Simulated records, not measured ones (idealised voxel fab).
The following process module bears the name voxel self aligned contacts.
Shown is cross-section cut, with a width of 270 nm and square cells of size 5 nm.
When this document writes out a cross-section, it uses a grid of square cells and lists it as bands, beginning at the top and moving down, with a band standing for one or more rows of cells. Basically the band line says how high the top is and how high the bottom is, in nm, and then what's in it from left to right, every material with its width in nm. Empty space shows up as "air", and if a single material carries "edge to edge" it runs the full band edge to edge. Heights are expressed relative to 0, this being the level below which the as-received wafer comprises one material exclusively. The lowest band is unbounded in the downward direction and is denoted as in "0 down". So if you see something like "30 to 40" for the width, read it as the top row of the band sitting at the first number and the bottom row at the second, with every row in between moving by the same amount as the last. Step marked "nothing got changed"? Then no cell in the cross-section changed in it. Each empty space that has no open way to the top and spans at least 8 cells appears under "Closed void listing" as width x height at distance, the distance counted from the left edge, all in nm. On a step's line, text after the settings is the simulator commenting on that step. For masked steps, "overlay nm" on the step line gives how far right of plan the mask actually lay; a minus sign means it lay to the left. Quick note on how to read the rest: it's all pairs. You get the cross-section before a process step and the one after, but the after one only goes down as far as the lowest band that changed. The step in between, with its settings, sits under the pair. Heads up, the pairs can come from different runs of this module on the same starting wafer, so don't assume a pair picks up from the one above unless its "Incoming structure" entry says it does.
INCOMING STRUCTURE
    50 to 45 = SiO2 edge to edge
    45 to 30 = SiO2=60, SiN=35, SiO2=20, SiN=35, SiO2=20, SiN=35, SiO2=65
    30 to 0 = Ru edge to edge
    0 to -5 = SiO2 edge to edge
    -5 down = Si edge to edge
    Closed void listing: none
CROSS-SECTION THEREAFTER
    50 to 45 = SiO2=85, air=40, SiO2=15, air=40, SiO2=90
    45 to 30 = SiO2=60, SiN=35, air=20, SiN=35, air=20, SiN=35, SiO2=65
    Everything under 30 stays put, no change at all.
    Closed void listing: none
Applied between the two views above: MASKED_ETCH with tone open, mask id CONTACT, width nm 40, pitch nm 55, etch materials SiO2, depth nm 55, overlay nm 0
Incoming structure: it's just the after picture from the pair right above this one.
CROSS-SECTION THEREAFTER
    55 to 50 = TiN=90, air=30, TiN=25, air=30, TiN=95
    50 to 45 = SiO2=85, TiN=15, air=10, TiN=15, SiO2=15, TiN=15, air=10, TiN=15, SiO2=90
    45 to 35 = SiO2=60, SiN=35, TiN=5, air=10, TiN=5, SiN=35, TiN=5, air=10, TiN=5, SiN=35, SiO2=65
    35 to 30 = SiO2=60, SiN=35, TiN=20, SiN=35, TiN=20, SiN=35, SiO2=65
    Everything under 30 stays put, no change at all.
    Closed void listing: none
Applied between the two views above: CONFORMAL_DEP with material TiN, thk nm 5
Incoming structure: it's just the after picture from the pair right above this one.
CROSS-SECTION THEREAFTER
    65 to 55 = Ru edge to edge
    55 to 50 = TiN=90, Ru=30, TiN=25, Ru=30, TiN=95
    50 to 45 = SiO2=85, TiN=15, Ru=10, TiN=15, SiO2=15, TiN=15, Ru=10, TiN=15, SiO2=90
    45 to 35 = SiO2=60, SiN=35, TiN=5, Ru=10, TiN=5, SiN=35, TiN=5, Ru=10, TiN=5, SiN=35, SiO2=65
    Everything under 35 stays put, no change at all.
    Closed void listing: none
Applied between the two views above: FILL_DEP with material Ru, thk nm 10
Incoming structure: it's just the after picture from the pair right above this one.
CROSS-SECTION THEREAFTER
    50 to 45 = SiO2=85, TiN=15, Ru=10, TiN=15, SiO2=15, TiN=15, Ru=10, TiN=15, SiO2=90
    Everything under 45 stays put, no change at all.
    Closed void listing: none
Applied between the two views above: CMP with height nm 50
Incoming structure: it's just the after picture from the pair right above this one.
CROSS-SECTION THEREAFTER
    55 to 50 = SiCN edge to edge
    Everything under 50 stays put, no change at all.
    Closed void listing: none
Applied between the two views above: CONFORMAL_DEP with material SiCN, thk nm 5
INCOMING STRUCTURE
    45 to 30 = SiN edge to edge
    30 to 0 = polySi edge to edge
    0 to -5 = SiO2 edge to edge
    -5 down = Si edge to edge
    Closed void listing: none
CROSS-SECTION THEREAFTER
    45 to 30 = SiN=65, air=25, SiN=30, air=25, SiN=30, air=25, SiN=70
    Everything under 30 stays put, no change at all.
    Closed void listing: none
Applied between the two views above: MASKED_ETCH with tone open, mask id GATE, width nm 25, pitch nm 55, etch materials SiN, depth nm 15, overlay nm 0
Incoming structure: it's just the after picture from the pair right above this one.
CROSS-SECTION THEREAFTER
    50 to 35 = SiN=70, air=15, SiN=40, air=15, SiN=40, air=15, SiN=75
    35 to 30 = SiN edge to edge
    Everything under 30 stays put, no change at all.
    Closed void listing: none
Applied between the two views above: CONFORMAL_DEP with material SiN, thk nm 5
Incoming structure: it's just the after picture from the pair right above this one.
CROSS-SECTION THEREAFTER
    45 to 30 = SiN=70, air=15, SiN=40, air=15, SiN=40, air=15, SiN=75
    Everything under 30 stays put, no change at all.
    Closed void listing: none
Applied between the two views above: DIRECTIONAL_ETCH with etch materials SiN, depth nm 5
Incoming structure: it's just the after picture from the pair right above this one.
CROSS-SECTION THEREAFTER
    55 to 45 = SiO2 edge to edge
    45 to 30 = SiN=70, SiO2=15, SiN=40, SiO2=15, SiN=40, SiO2=15, SiN=75
    Everything under 30 stays put, no change at all.
    Closed void listing: none
Applied between the two views above: FILL_DEP with material SiO2, thk nm 10
Incoming structure: it's just the after picture from the pair right above this one.
CROSS-SECTION THEREAFTER
    50 to 45 = SiO2 edge to edge
    Everything under 45 stays put, no change at all.
    Closed void listing: none
Applied between the two views above: CMP with height nm 50
Incoming structure: it's just the after picture from the pair right above this one.
CROSS-SECTION THEREAFTER
    50 to 45 = SiO2=85, air=40, SiO2=15, air=40, SiO2=90
    Everything under 45 stays put, no change at all.
    Closed void listing: none
Applied between the two views above: MASKED_ETCH with tone open, mask id CONTACT, width nm 40, pitch nm 55, etch materials SiO2, depth nm 55, overlay nm 0
Incoming structure: it's just the after picture from the pair right above this one.
CROSS-SECTION THEREAFTER
    55 to 50 = TiN=90, air=30, TiN=25, air=30, TiN=95
    50 to 45 = SiO2=85, TiN=40, SiO2=15, TiN=40, SiO2=90
    Everything under 45 stays put, no change at all.
    Closed void listing: none
Applied between the two views above: CONFORMAL_DEP with material TiN, thk nm 5
Incoming structure: it's just the after picture from the pair right above this one.
CROSS-SECTION THEREAFTER
    65 to 55 = Ru edge to edge
    55 to 50 = TiN=90, Ru=30, TiN=25, Ru=30, TiN=95
    Everything under 50 stays put, no change at all.
    Closed void listing: none
Applied between the two views above: FILL_DEP with material Ru, thk nm 10
Incoming structure: it's just the after picture from the pair right above this one.
CROSS-SECTION THEREAFTER
    50 to 45 = SiO2=85, TiN=40, SiO2=15, TiN=40, SiO2=90
    Everything under 45 stays put, no change at all.
    Closed void listing: none
Applied between the two views above: CMP with height nm 50
Incoming structure: it's just the after picture from the pair right above this one.
CROSS-SECTION THEREAFTER
    55 to 50 = SiCN edge to edge
    Everything under 50 stays put, no change at all.
    Closed void listing: none
Applied between the two views above: CONFORMAL_DEP with material SiCN, thk nm 5
